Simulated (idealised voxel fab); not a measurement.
The following process module bears the name voxel trench capacitor.
The figure presents cross-section cut, which has a width of 250 nm and is divided into square cells with an edge length of 5 nm.
Think of the cross-section as a grid of square cells. We describe it in bands, top to bottom, and each band covers one or more rows of those cells.
For a band, the entry starts with two heights in nm, that of the top and then that of the bottom, and carries on with the band's materials in order from left to right, each alongside its width in nm; the word "edge to edge" beside a single material means it fills the band edge to edge, and "empty" means empty space.
Convention: height 0 is the level below which the wafer, as received, is all one material. The lowest band does not terminate at the bottom but continues downward, represented as "0 nm and below".
Think of "30 to 40" as a width that walks from the first number to the second as you go down the band, top row to bottom row, taking equal-sized steps from row to row.
The cross-section has no changed cell in any step marked "everything unchanged".
Any empty space of 8 cells or more lacking an open way to the top shows up in "Non-vented voids" as width x height at distance, distance from the left edge, in nm.
Note: text after step settings on the step line = simulator remark on that step.
overlay nm: right-of-plan distance of the mask on a masked step; negative values mean left-of-plan.
[The steps planned for the process are as follows]
1. RECEIVE, material Si
2. CONFORMAL_DEP, material SiN, thk nm 10
3. DIRECTIONAL_DEP, material aC, thk nm 15
4. PATTERN, tone open, mask id TRENCH, material resist, width nm 30, pitch nm 60, thk nm 35, overlay nm 0
5. DIRECTIONAL_ETCH, etch materials aC, depth nm 15
6. STRIP, etch materials resist
7. DIRECTIONAL_ETCH, etch materials SiN, depth nm 10
8. DIRECTIONAL_ETCH, etch materials Si, depth nm 25
9. STRIP, etch materials aC
10. CONFORMAL_DEP, material Al2O3, thk nm 5
11. CONFORMAL_DEP, material TiN, thk nm 5
12. FILL_DEP, material W, thk nm 5
13. CMP, height nm 10
[Here's what the wafer looked like in cross-section when it arrived - that's after step 1]
    0 nm and below = Si edge to edge
    Non-vented voids: none
[End-of-module cross-section of the first of two wafers, processed as planned]
    10 nm to 0 nm = 80 nm SiN, 5 nm Al2O3, 5 nm TiN, 10 nm W, 5 nm TiN, 5 nm Al2O3, 30 nm SiN, 5 nm Al2O3, 5 nm TiN, 10 nm W, 5 nm TiN, 5 nm Al2O3, 80 nm SiN
    0 nm to -15 nm = 80 nm Si, 5 nm Al2O3, 5 nm TiN, 10 nm W, 5 nm TiN, 5 nm Al2O3, 30 nm Si, 5 nm Al2O3, 5 nm TiN, 10 nm W, 5 nm TiN, 5 nm Al2O3, 80 nm Si
    -15 nm to -20 nm = 80 nm Si, 5 nm Al2O3, 20 nm TiN, 5 nm Al2O3, 30 nm Si, 5 nm Al2O3, 20 nm TiN, 5 nm Al2O3, 80 nm Si
    -20 nm to -25 nm = 80 nm Si, 30 nm Al2O3, 30 nm Si, 30 nm Al2O3, 80 nm Si
    -25 nm and below = Si edge to edge
    Non-vented voids: none
[Presented here is a cross-section of the second of the two wafers as it stood at the end of the module. It was started in the same manner and assigned the same plan as the first wafer; however, one mistake was made in its execution]
    10 nm to 0 nm = 70 nm SiN, 5 nm Al2O3, 5 nm TiN, 10 nm W, 5 nm TiN, 5 nm Al2O3, 30 nm SiN, 5 nm Al2O3, 5 nm TiN, 10 nm W, 5 nm TiN, 5 nm Al2O3, 90 nm SiN
    0 nm to -15 nm = 70 nm Si, 5 nm Al2O3, 5 nm TiN, 10 nm W, 5 nm TiN, 5 nm Al2O3, 30 nm Si, 5 nm Al2O3, 5 nm TiN, 10 nm W, 5 nm TiN, 5 nm Al2O3, 90 nm Si
    -15 nm to -20 nm = 70 nm Si, 5 nm Al2O3, 20 nm TiN, 5 nm Al2O3, 30 nm Si, 5 nm Al2O3, 20 nm TiN, 5 nm Al2O3, 90 nm Si
    -20 nm to -25 nm = 70 nm Si, 30 nm Al2O3, 30 nm Si, 30 nm Al2O3, 90 nm Si
    -25 nm and below = Si edge to edge
    Non-vented voids: none
Finding, execution versus plan: step 4 did not use the planned setting and instead ran as PATTERN, tone open, mask id TRENCH, material resist, width nm 30, pitch nm 60, thk nm 35, overlay nm -10
at the end the second wafer has, in cells: as many of each material as the first, in other places
